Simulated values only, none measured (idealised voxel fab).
process module | voxel transistor to metal
cross-section cut | 210 nm wide | cells 5 nm
A cross-section is a grid of square cells, given in bands from the top down. A band is one or more rows of cells.
Each band's line starts with the height of the band's top and of its bottom, in nm. Then come its materials from left to right, each with its width in nm. One material with "throughout" fills the band from edge to edge. "air" is empty space.
Height 0 is the level under which the wafer as received is all one material. The lowest band goes on downwards, as in "0 down".
A width such as "30 to 40" changes by the same amount from each row of cells to the next, from the band's top row to its bottom row.
"no change" after a step means that no cell of the cross-section changed.
closed voids: empty space of 8 cells or more with no open way to the top, each as width x height at its distance from the left edge, in nm
after a step's settings: what the simulator itself notes on the step
overlay nm, on a step with a mask: how far to the right of its planned place the mask lay; to the left if negative
plan
1 op RECEIVE | material Si
2 op CONFORMAL_DEP | material SiO2 | thk nm 5
3 op CONFORMAL_DEP | material SiN | thk nm 15
4 op MASKED_ETCH | tone cover | mask id ACTIVE | width nm 120 | etch materials SiN | depth nm 15 | overlay nm 0
5 op MASKED_ETCH | tone cover | mask id ACTIVE | width nm 120 | etch materials SiO2 | depth nm 5 | overlay nm 0
6 op MASKED_ETCH | tone cover | mask id ACTIVE | width nm 120 | etch materials Si | depth nm 35 | overlay nm 0
7 op FILL_DEP | material SiO2 | thk nm 10
8 op CMP | height nm 20
9 op SELECTIVE_ETCH | etch materials SiO2 | depth nm 5
10 op STRIP | etch materials SiN
11 op SELECTIVE_ETCH | etch materials SiO2 | depth nm 5
12 op OXIDIZE | depth nm 5
13 op DIRECTIONAL_DEP | material polySi | thk nm 25
14 op DIRECTIONAL_DEP | material SiCN | thk nm 15
15 op MASKED_ETCH | tone cover | mask id GATE | width nm 30 | etch materials SiCN | depth nm 25 | overlay nm 0
16 op MASKED_ETCH | tone cover | mask id GATE | width nm 30 | etch materials polySi | depth nm 35 | overlay nm 0
17 op CONFORMAL_DEP | material SiN | thk nm 10
18 op DIRECTIONAL_ETCH | etch materials SiN | depth nm 10
19 op DIRECTIONAL_ETCH | etch materials SiO2 | depth nm 5
20 op EPI | material SiGe | thk nm 5
21 op FILL_DEP | material SiO2 | thk nm 10
22 op CMP | height nm 25
23 op STRIP | etch materials polySi
24 op SELECTIVE_ETCH | etch materials SiO2 | depth nm 5
25 op CONFORMAL_DEP | material HfO2 | thk nm 5
26 op CONFORMAL_DEP | material TiN | thk nm 5
27 op FILL_DEP | material W | thk nm 10
28 op CMP | height nm 20
29 op DIRECTIONAL_DEP | material SiO2 | thk nm 15
30 op PATTERN | tone open | mask id CONTACT | material resist | width nm 15 | pitch nm 85 | thk nm 15 | overlay nm 0
31 op DIRECTIONAL_ETCH | etch materials SiO2 | depth nm 35
32 op STRIP | etch materials resist
33 op CONFORMAL_DEP | material TiN | thk nm 5
34 op FILL_DEP | material W | thk nm 5
35 op CMP | height nm 35
36 op CONFORMAL_DEP | material SiCN | thk nm 5
37 op DIRECTIONAL_DEP | material SiO2 | thk nm 15
38 op MASKED_ETCH | tone open | mask id METAL_1 | width nm 15 | pitch nm 85 | etch materials SiO2 | depth nm 15 | overlay nm 0
39 op MASKED_ETCH | tone open | mask id METAL_1 | width nm 15 | pitch nm 85 | etch materials SiCN | depth nm 5 | overlay nm 0
40 op CONFORMAL_DEP | material TiN | thk nm 5
41 op FILL_DEP | material Cu | thk nm 10
42 op CMP | height nm 55
43 op CONFORMAL_DEP | material SiCN | thk nm 5
44 op DIRECTIONAL_DEP | material SiO2 | thk nm 30
45 op DIRECTIONAL_DEP | material aC | thk nm 15
46 op PATTERN | tone open | mask id METAL_2 | material resist | width nm 15 | pitch nm 85 | thk nm 35 | overlay nm 0
47 op DIRECTIONAL_ETCH | etch materials aC | depth nm 15
48 op STRIP | etch materials resist
49 op DIRECTIONAL_ETCH | etch materials SiO2 | depth nm 15
50 op STRIP | etch materials aC
51 op PATTERN | tone open | mask id METAL_2_HOLES | material resist | width nm 15 | pitch nm 85 | thk nm 20 | overlay nm 0
52 op DIRECTIONAL_ETCH | etch materials SiO2 | depth nm 15
53 op DIRECTIONAL_ETCH | etch materials SiCN | depth nm 5
54 op STRIP | etch materials resist
55 op CONFORMAL_DEP | material TiN | thk nm 5
56 op FILL_DEP | material Cu | thk nm 10
57 op CMP | height nm 90
58 op CONFORMAL_DEP | material SiN | thk nm 5
first wafer, as planned
as received, after step 1
  0 down: Si throughout
  closed voids: none
after step 2
  5 to 0: SiO2 throughout
  below 0: unchanged
after step 3
  20 to 5: SiN throughout
  below 5: unchanged
after step 4
  20 to 5: air 45 | SiN 120 | air 45
  below 5: unchanged
after step 5
  20 to 5: air 45 | SiN 120 | air 45
  5 to 0: air 45 | SiO2 120 | air 45
  below 0: unchanged
after step 6
  20 to 5: air 45 | SiN 120 | air 45
  5 to 0: air 45 | SiO2 120 | air 45
  0 to -35: air 45 | Si 120 | air 45
  below -35: unchanged
after step 7
  30 to 20: SiO2 throughout
  20 to 5: SiO2 45 | SiN 120 | SiO2 45
  5 to 0: SiO2 throughout
  0 to -35: SiO2 45 | Si 120 | SiO2 45
  below -35: unchanged
after step 8
  20 to 5: SiO2 45 | SiN 120 | SiO2 45
  below 5: unchanged
after step 9
  20 to 15: air 45 | SiN 120 | air 45
  below 15: unchanged
after step 10
  15 to 5: SiO2 45 | air 120 | SiO2 45
  below 5: unchanged
after step 11
  10 to 0: SiO2 40 | air 130 | SiO2 40
  below 0: unchanged
after step 12
  10 to 0: SiO2 40 | air 130 | SiO2 40
  0 to -5: SiO2 throughout
  below -5: unchanged
after step 13
  35 to 25: polySi 40 | air 130 | polySi 40
  25 to 10: polySi throughout
  10 to 0: SiO2 40 | polySi 130 | SiO2 40
  below 0: unchanged
after step 14
  50 to 40: SiCN 40 | air 130 | SiCN 40
  40 to 35: SiCN throughout
  35 to 25: polySi 40 | SiCN 130 | polySi 40
  below 25: unchanged
after step 15
  40 to 35: air 90 | SiCN 30 | air 90
  35 to 25: polySi 40 | air 50 | SiCN 30 | air 50 | polySi 40
  below 25: unchanged
after step 16
  40 to 25: air 90 | SiCN 30 | air 90
  25 to 10: air 90 | polySi 30 | air 90
  10 to 0: SiO2 40 | air 50 | polySi 30 | air 50 | SiO2 40
  below 0: unchanged
after step 17
  50 to 40: air 80 | SiN 50 | air 80
  40 to 25: air 80 | SiN 10 | SiCN 30 | SiN 10 | air 80
  25 to 20: air 80 | SiN 10 | polySi 30 | SiN 10 | air 80
  20 to 10: SiN 50 | air 30 | SiN 10 | polySi 30 | SiN 10 | air 30 | SiN 50
  10 to 0: SiO2 40 | SiN 50 | polySi 30 | SiN 50 | SiO2 40
  below 0: unchanged
after step 18
  40 to 25: air 80 | SiN 10 | SiCN 30 | SiN 10 | air 80
  25 to 10: air 80 | SiN 10 | polySi 30 | SiN 10 | air 80
  10 to 0: SiO2 40 | SiN 10 | air 30 | SiN 10 | polySi 30 | SiN 10 | air 30 | SiN 10 | SiO2 40
  below 0: unchanged
after step 19
  40 to 25: air 80 | SiN 10 | SiCN 30 | SiN 10 | air 80
  25 to 10: air 80 | SiN 10 | polySi 30 | SiN 10 | air 80
  10 to 5: air 40 | SiN 10 | air 30 | SiN 10 | polySi 30 | SiN 10 | air 30 | SiN 10 | air 40
  5 to 0: SiO2 40 | SiN 10 | air 30 | SiN 10 | polySi 30 | SiN 10 | air 30 | SiN 10 | SiO2 40
  0 to -5: SiO2 50 | air 30 | SiO2 50 | air 30 | SiO2 50
  below -5: unchanged
after step 20
  40 to 25: air 80 | SiN 10 | SiCN 30 | SiN 10 | air 80
  25 to 10: air 80 | SiN 10 | polySi 30 | SiN 10 | air 80
  10 to 5: air 40 | SiN 10 | air 30 | SiN 10 | polySi 30 | SiN 10 | air 30 | SiN 10 | air 40
  5 to 0: SiO2 40 | SiN 10 | air 30 | SiN 10 | polySi 30 | SiN 10 | air 30 | SiN 10 | SiO2 40
  0 to -5: SiO2 50 | SiGe 30 | SiO2 50 | SiGe 30 | SiO2 50
  below -5: unchanged
after step 21
  50 to 40: SiO2 throughout
  40 to 25: SiO2 80 | SiN 10 | SiCN 30 | SiN 10 | SiO2 80
  25 to 10: SiO2 80 | SiN 10 | polySi 30 | SiN 10 | SiO2 80
  10 to 0: SiO2 40 | SiN 10 | SiO2 30 | SiN 10 | polySi 30 | SiN 10 | SiO2 30 | SiN 10 | SiO2 40
  below 0: unchanged
after step 22
  25 to 10: SiO2 80 | SiN 10 | polySi 30 | SiN 10 | SiO2 80
  below 10: unchanged
after step 23
  25 to 10: SiO2 80 | SiN 10 | air 30 | SiN 10 | SiO2 80
  10 to 0: SiO2 40 | SiN 10 | SiO2 30 | SiN 10 | air 30 | SiN 10 | SiO2 30 | SiN 10 | SiO2 40
  below 0: unchanged
after step 24
  25 to 20: air 80 | SiN 10 | air 30 | SiN 10 | air 80
  20 to 10: SiO2 80 | SiN 10 | air 30 | SiN 10 | SiO2 80
  10 to 0: SiO2 40 | SiN 10 | SiO2 30 | SiN 10 | air 30 | SiN 10 | SiO2 30 | SiN 10 | SiO2 40
  0 to -5: SiO2 50 | SiGe 30 | SiO2 5 | air 40 | SiO2 5 | SiGe 30 | SiO2 50
  below -5: unchanged
after step 25
  30 to 25: air 75 | HfO2 20 | air 20 | HfO2 20 | air 75
  25 to 20: HfO2 80 | SiN 10 | HfO2 5 | air 20 | HfO2 5 | SiN 10 | HfO2 80
  20 to 10: SiO2 80 | SiN 10 | HfO2 5 | air 20 | HfO2 5 | SiN 10 | SiO2 80
  10 to 0: SiO2 40 | SiN 10 | SiO2 30 | SiN 10 | HfO2 5 | air 20 | HfO2 5 | SiN 10 | SiO2 30 | SiN 10 | SiO2 40
  0 to -5: SiO2 50 | SiGe 30 | SiO2 5 | HfO2 40 | SiO2 5 | SiGe 30 | SiO2 50
  below -5: unchanged
after step 26
  35 to 30: air 70 | TiN 30 | air 10 | TiN 30 | air 70
  30 to 25: TiN 75 | HfO2 20 | TiN 5 | air 10 | TiN 5 | HfO2 20 | TiN 75
  25 to 20: HfO2 80 | SiN 10 | HfO2 5 | TiN 5 | air 10 | TiN 5 | HfO2 5 | SiN 10 | HfO2 80
  20 to 10: SiO2 80 | SiN 10 | HfO2 5 | TiN 5 | air 10 | TiN 5 | HfO2 5 | SiN 10 | SiO2 80
  10 to 5: SiO2 40 | SiN 10 | SiO2 30 | SiN 10 | HfO2 5 | TiN 5 | air 10 | TiN 5 | HfO2 5 | SiN 10 | SiO2 30 | SiN 10 | SiO2 40
  5 to 0: SiO2 40 | SiN 10 | SiO2 30 | SiN 10 | HfO2 5 | TiN 20 | HfO2 5 | SiN 10 | SiO2 30 | SiN 10 | SiO2 40
  below 0: unchanged
after step 27
  45 to 35: W throughout
  35 to 30: W 70 | TiN 30 | W 10 | TiN 30 | W 70
  30 to 25: TiN 75 | HfO2 20 | TiN 5 | W 10 | TiN 5 | HfO2 20 | TiN 75
  25 to 20: HfO2 80 | SiN 10 | HfO2 5 | TiN 5 | W 10 | TiN 5 | HfO2 5 | SiN 10 | HfO2 80
  20 to 10: SiO2 80 | SiN 10 | HfO2 5 | TiN 5 | W 10 | TiN 5 | HfO2 5 | SiN 10 | SiO2 80
  10 to 5: SiO2 40 | SiN 10 | SiO2 30 | SiN 10 | HfO2 5 | TiN 5 | W 10 | TiN 5 | HfO2 5 | SiN 10 | SiO2 30 | SiN 10 | SiO2 40
  below 5: unchanged
after step 28
  20 to 10: SiO2 80 | SiN 10 | HfO2 5 | TiN 5 | W 10 | TiN 5 | HfO2 5 | SiN 10 | SiO2 80
  below 10: unchanged
after step 29
  35 to 20: SiO2 throughout
  below 20: unchanged
after step 30
  50 to 35: resist 55 | air 15 | resist 70 | air 15 | resist 55
  below 35: unchanged
after step 31
  50 to 35: resist 55 | air 15 | resist 70 | air 15 | resist 55
  35 to 20: SiO2 55 | air 15 | SiO2 70 | air 15 | SiO2 55
  20 to 10: SiO2 55 | air 15 | SiO2 10 | SiN 10 | HfO2 5 | TiN 5 | W 10 | TiN 5 | HfO2 5 | SiN 10 | SiO2 10 | air 15 | SiO2 55
  10 to 5: SiO2 40 | SiN 10 | SiO2 5 | air 15 | SiO2 10 | SiN 10 | HfO2 5 | TiN 5 | W 10 | TiN 5 | HfO2 5 | SiN 10 | SiO2 10 | air 15 | SiO2 5 | SiN 10 | SiO2 40
  5 to 0: SiO2 40 | SiN 10 | SiO2 5 | air 15 | SiO2 10 | SiN 10 | HfO2 5 | TiN 20 | HfO2 5 | SiN 10 | SiO2 10 | air 15 | SiO2 5 | SiN 10 | SiO2 40
  below 0: unchanged
after step 32
  35 to 20: SiO2 55 | air 15 | SiO2 70 | air 15 | SiO2 55
  below 20: unchanged
after step 33
  40 to 35: TiN 60 | air 5 | TiN 80 | air 5 | TiN 60
  35 to 20: SiO2 55 | TiN 5 | air 5 | TiN 5 | SiO2 70 | TiN 5 | air 5 | TiN 5 | SiO2 55
  20 to 10: SiO2 55 | TiN 5 | air 5 | TiN 5 | SiO2 10 | SiN 10 | HfO2 5 | TiN 5 | W 10 | TiN 5 | HfO2 5 | SiN 10 | SiO2 10 | TiN 5 | air 5 | TiN 5 | SiO2 55
  10 to 5: SiO2 40 | SiN 10 | SiO2 5 | TiN 5 | air 5 | TiN 5 | SiO2 10 | SiN 10 | HfO2 5 | TiN 5 | W 10 | TiN 5 | HfO2 5 | SiN 10 | SiO2 10 | TiN 5 | air 5 | TiN 5 | SiO2 5 | SiN 10 | SiO2 40
  5 to 0: SiO2 40 | SiN 10 | SiO2 5 | TiN 15 | SiO2 10 | SiN 10 | HfO2 5 | TiN 20 | HfO2 5 | SiN 10 | SiO2 10 | TiN 15 | SiO2 5 | SiN 10 | SiO2 40
  below 0: unchanged
after step 34
  45 to 40: W throughout
  40 to 35: TiN 60 | W 5 | TiN 80 | W 5 | TiN 60
  35 to 20: SiO2 55 | TiN 5 | W 5 | TiN 5 | SiO2 70 | TiN 5 | W 5 | TiN 5 | SiO2 55
  20 to 10: SiO2 55 | TiN 5 | W 5 | TiN 5 | SiO2 10 | SiN 10 | HfO2 5 | TiN 5 | W 10 | TiN 5 | HfO2 5 | SiN 10 | SiO2 10 | TiN 5 | W 5 | TiN 5 | SiO2 55
  10 to 5: SiO2 40 | SiN 10 | SiO2 5 | TiN 5 | W 5 | TiN 5 | SiO2 10 | SiN 10 | HfO2 5 | TiN 5 | W 10 | TiN 5 | HfO2 5 | SiN 10 | SiO2 10 | TiN 5 | W 5 | TiN 5 | SiO2 5 | SiN 10 | SiO2 40
  below 5: unchanged
after step 35
  35 to 20: SiO2 55 | TiN 5 | W 5 | TiN 5 | SiO2 70 | TiN 5 | W 5 | TiN 5 | SiO2 55
  below 20: unchanged
after step 36
  40 to 35: SiCN throughout
  below 35: unchanged
after step 37
  55 to 40: SiO2 throughout
  below 40: unchanged
after step 38
  55 to 40: SiO2 55 | air 15 | SiO2 70 | air 15 | SiO2 55
  below 40: unchanged
after step 39
  55 to 40: SiO2 55 | air 15 | SiO2 70 | air 15 | SiO2 55
  40 to 35: SiCN 55 | air 15 | SiCN 70 | air 15 | SiCN 55
  below 35: unchanged
after step 40
  60 to 55: TiN 60 | air 5 | TiN 80 | air 5 | TiN 60
  55 to 40: SiO2 55 | TiN 5 | air 5 | TiN 5 | SiO2 70 | TiN 5 | air 5 | TiN 5 | SiO2 55
  40 to 35: SiCN 55 | TiN 15 | SiCN 70 | TiN 15 | SiCN 55
  below 35: unchanged
after step 41
  70 to 60: Cu throughout
  60 to 55: TiN 60 | Cu 5 | TiN 80 | Cu 5 | TiN 60
  55 to 40: SiO2 55 | TiN 5 | Cu 5 | TiN 5 | SiO2 70 | TiN 5 | Cu 5 | TiN 5 | SiO2 55
  below 40: unchanged
after step 42
  55 to 40: SiO2 55 | TiN 5 | Cu 5 | TiN 5 | SiO2 70 | TiN 5 | Cu 5 | TiN 5 | SiO2 55
  below 40: unchanged
after step 43
  60 to 55: SiCN throughout
  below 55: unchanged
after step 44
  90 to 60: SiO2 throughout
  below 60: unchanged
after step 45
  105 to 90: aC throughout
  below 90: unchanged
after step 46
  140 to 105: resist 55 | air 15 | resist 70 | air 15 | resist 55
  below 105: unchanged
after step 47
  125 to 105: resist 55 | air 15 | resist 70 | air 15 | resist 55
  105 to 90: aC 55 | air 15 | aC 70 | air 15 | aC 55
  below 90: unchanged
after step 48
  105 to 90: aC 55 | air 15 | aC 70 | air 15 | aC 55
  below 90: unchanged
after step 49
  105 to 90: aC 55 | air 15 | aC 70 | air 15 | aC 55
  90 to 75: SiO2 55 | air 15 | SiO2 70 | air 15 | SiO2 55
  below 75: unchanged
after step 50
  90 to 75: SiO2 55 | air 15 | SiO2 70 | air 15 | SiO2 55
  below 75: unchanged
after step 51
  110 to 90: resist 55 | air 15 | resist 70 | air 15 | resist 55
  below 90: unchanged
after step 52
  110 to 90: resist 55 | air 15 | resist 70 | air 15 | resist 55
  90 to 60: SiO2 55 | air 15 | SiO2 70 | air 15 | SiO2 55
  below 60: unchanged
after step 53
  110 to 90: resist 55 | air 15 | resist 70 | air 15 | resist 55
  90 to 60: SiO2 55 | air 15 | SiO2 70 | air 15 | SiO2 55
  60 to 55: SiCN 55 | air 15 | SiCN 70 | air 15 | SiCN 55
  below 55: unchanged
after step 54
  90 to 60: SiO2 55 | air 15 | SiO2 70 | air 15 | SiO2 55
  below 60: unchanged
after step 55
  95 to 90: TiN 60 | air 5 | TiN 80 | air 5 | TiN 60
  90 to 60: SiO2 55 | TiN 5 | air 5 | TiN 5 | SiO2 70 | TiN 5 | air 5 | TiN 5 | SiO2 55
  60 to 55: SiCN 55 | TiN 15 | SiCN 70 | TiN 15 | SiCN 55
  below 55: unchanged
after step 56
  105 to 95: Cu throughout
  95 to 90: TiN 60 | Cu 5 | TiN 80 | Cu 5 | TiN 60
  90 to 60: SiO2 55 | TiN 5 | Cu 5 | TiN 5 | SiO2 70 | TiN 5 | Cu 5 | TiN 5 | SiO2 55
  below 60: unchanged
after step 57
  90 to 60: SiO2 55 | TiN 5 | Cu 5 | TiN 5 | SiO2 70 | TiN 5 | Cu 5 | TiN 5 | SiO2 55
  below 60: unchanged
after step 58
  95 to 90: SiN throughout
  below 90: unchanged
second wafer: like start, like plan, one mistake. Through step 29 it matches the first wafer
when step 30 should have ended
  50 to 35: air 55 | resist 15 | air 70 | resist 15 | air 55
  below 35: unchanged
when step 31 should have ended
  50 to 35: air 55 | resist 15 | air 70 | resist 15 | air 55
  35 to 20: air 55 | SiO2 15 | air 70 | SiO2 15 | air 55
  20 to 10: air 55 | SiO2 15 | air 10 | SiN 10 | HfO2 5 | TiN 5 | W 10 | TiN 5 | HfO2 5 | SiN 10 | air 10 | SiO2 15 | air 55
  10 to 5: air 40 | SiN 10 | air 5 | SiO2 15 | air 10 | SiN 10 | HfO2 5 | TiN 5 | W 10 | TiN 5 | HfO2 5 | SiN 10 | air 10 | SiO2 15 | air 5 | SiN 10 | air 40
  5 to 0: air 40 | SiN 10 | air 5 | SiO2 15 | air 10 | SiN 10 | HfO2 5 | TiN 20 | HfO2 5 | SiN 10 | air 10 | SiO2 15 | air 5 | SiN 10 | air 40
  below 0: unchanged
when step 32 should have ended
  35 to 20: air 55 | SiO2 15 | air 70 | SiO2 15 | air 55
  below 20: unchanged
when step 33 should have ended
  40 to 35: air 50 | TiN 25 | air 60 | TiN 25 | air 50
  35 to 25: air 50 | TiN 5 | SiO2 15 | TiN 5 | air 60 | TiN 5 | SiO2 15 | TiN 5 | air 50
  25 to 20: air 50 | TiN 5 | SiO2 15 | TiN 70 | SiO2 15 | TiN 5 | air 50
  20 to 10: air 50 to 35 | TiN 5 to 20 | SiO2 15 | TiN 10 | SiN 10 | HfO2 5 | TiN 5 | W 10 | TiN 5 | HfO2 5 | SiN 10 | TiN 10 | SiO2 15 | TiN 5 to 20 | air 50 to 35
  10 to 5: air 35 | TiN 5 | SiN 10 | TiN 5 | SiO2 15 | TiN 10 | SiN 10 | HfO2 5 | TiN 5 | W 10 | TiN 5 | HfO2 5 | SiN 10 | TiN 10 | SiO2 15 | TiN 5 | SiN 10 | TiN 5 | air 35
  5 to 0: TiN 40 | SiN 10 | TiN 5 | SiO2 15 | TiN 10 | SiN 10 | HfO2 5 | TiN 20 | HfO2 5 | SiN 10 | TiN 10 | SiO2 15 | TiN 5 | SiN 10 | TiN 40
  below 0: unchanged
when step 34 should have ended
  45 to 40: W throughout
  40 to 35: W 50 | TiN 25 | W 60 | TiN 25 | W 50
  35 to 25: W 50 | TiN 5 | SiO2 15 | TiN 5 | W 60 | TiN 5 | SiO2 15 | TiN 5 | W 50
  25 to 20: W 50 | TiN 5 | SiO2 15 | TiN 70 | SiO2 15 | TiN 5 | W 50
  20 to 10: W 50 to 35 | TiN 5 to 20 | SiO2 15 | TiN 10 | SiN 10 | HfO2 5 | TiN 5 | W 10 | TiN 5 | HfO2 5 | SiN 10 | TiN 10 | SiO2 15 | TiN 5 to 20 | W 50 to 35
  10 to 5: W 35 | TiN 5 | SiN 10 | TiN 5 | SiO2 15 | TiN 10 | SiN 10 | HfO2 5 | TiN 5 | W 10 | TiN 5 | HfO2 5 | SiN 10 | TiN 10 | SiO2 15 | TiN 5 | SiN 10 | TiN 5 | W 35
  below 5: unchanged
when step 35 should have ended
  35 to 25: W 50 | TiN 5 | SiO2 15 | TiN 5 | W 60 | TiN 5 | SiO2 15 | TiN 5 | W 50
  below 25: unchanged
when step 36 should have ended
  40 to 35: SiCN throughout
  below 35: unchanged
when step 37 should have ended
  55 to 40: SiO2 throughout
  below 40: unchanged
when step 38 should have ended
  55 to 40: SiO2 55 | air 15 | SiO2 70 | air 15 | SiO2 55
  below 40: unchanged
when step 39 should have ended
  55 to 40: SiO2 55 | air 15 | SiO2 70 | air 15 | SiO2 55
  40 to 35: SiCN 55 | air 15 | SiCN 70 | air 15 | SiCN 55
  below 35: unchanged
when step 40 should have ended
  60 to 55: TiN 60 | air 5 | TiN 80 | air 5 | TiN 60
  55 to 40: SiO2 55 | TiN 5 | air 5 | TiN 5 | SiO2 70 | TiN 5 | air 5 | TiN 5 | SiO2 55
  40 to 35: SiCN 55 | TiN 15 | SiCN 70 | TiN 15 | SiCN 55
  below 35: unchanged
when step 41 should have ended
  70 to 60: Cu throughout
  60 to 55: TiN 60 | Cu 5 | TiN 80 | Cu 5 | TiN 60
  55 to 40: SiO2 55 | TiN 5 | Cu 5 | TiN 5 | SiO2 70 | TiN 5 | Cu 5 | TiN 5 | SiO2 55
  below 40: unchanged
when step 42 should have ended
  55 to 40: SiO2 55 | TiN 5 | Cu 5 | TiN 5 | SiO2 70 | TiN 5 | Cu 5 | TiN 5 | SiO2 55
  below 40: unchanged
when step 43 should have ended
  60 to 55: SiCN throughout
  below 55: unchanged
when step 44 should have ended
  90 to 60: SiO2 throughout
  below 60: unchanged
when step 45 should have ended
  105 to 90: aC throughout
  below 90: unchanged
when step 46 should have ended
  140 to 105: resist 55 | air 15 | resist 70 | air 15 | resist 55
  below 105: unchanged
when step 47 should have ended
  125 to 105: resist 55 | air 15 | resist 70 | air 15 | resist 55
  105 to 90: aC 55 | air 15 | aC 70 | air 15 | aC 55
  below 90: unchanged
when step 48 should have ended
  105 to 90: aC 55 | air 15 | aC 70 | air 15 | aC 55
  below 90: unchanged
when step 49 should have ended
  105 to 90: aC 55 | air 15 | aC 70 | air 15 | aC 55
  90 to 75: SiO2 55 | air 15 | SiO2 70 | air 15 | SiO2 55
  below 75: unchanged
when step 50 should have ended
  90 to 75: SiO2 55 | air 15 | SiO2 70 | air 15 | SiO2 55
  below 75: unchanged
when step 51 should have ended
  110 to 90: resist 55 | air 15 | resist 70 | air 15 | resist 55
  below 90: unchanged
when step 52 should have ended
  110 to 90: resist 55 | air 15 | resist 70 | air 15 | resist 55
  90 to 60: SiO2 55 | air 15 | SiO2 70 | air 15 | SiO2 55
  below 60: unchanged
when step 53 should have ended
  110 to 90: resist 55 | air 15 | resist 70 | air 15 | resist 55
  90 to 60: SiO2 55 | air 15 | SiO2 70 | air 15 | SiO2 55
  60 to 55: SiCN 55 | air 15 | SiCN 70 | air 15 | SiCN 55
  below 55: unchanged
when step 54 should have ended
  90 to 60: SiO2 55 | air 15 | SiO2 70 | air 15 | SiO2 55
  below 60: unchanged
when step 55 should have ended
  95 to 90: TiN 60 | air 5 | TiN 80 | air 5 | TiN 60
  90 to 60: SiO2 55 | TiN 5 | air 5 | TiN 5 | SiO2 70 | TiN 5 | air 5 | TiN 5 | SiO2 55
  60 to 55: SiCN 55 | TiN 15 | SiCN 70 | TiN 15 | SiCN 55
  below 55: unchanged
when step 56 should have ended
  105 to 95: Cu throughout
  95 to 90: TiN 60 | Cu 5 | TiN 80 | Cu 5 | TiN 60
  90 to 60: SiO2 55 | TiN 5 | Cu 5 | TiN 5 | SiO2 70 | TiN 5 | Cu 5 | TiN 5 | SiO2 55
  below 60: unchanged
when step 57 should have ended
  90 to 60: SiO2 55 | TiN 5 | Cu 5 | TiN 5 | SiO2 70 | TiN 5 | Cu 5 | TiN 5 | SiO2 55
  below 60: unchanged
when step 58 should have ended
  95 to 90: SiN throughout
  below 90: unchanged
what went wrong: step 30 ran as: op PATTERN | tone cover | mask id CONTACT | material resist | width nm 15 | pitch nm 85 | thk nm 15 | overlay nm 0
at the end the second wafer has, in cells: 162 fewer of SiO2 | 42 more of TiN | 120 more of W
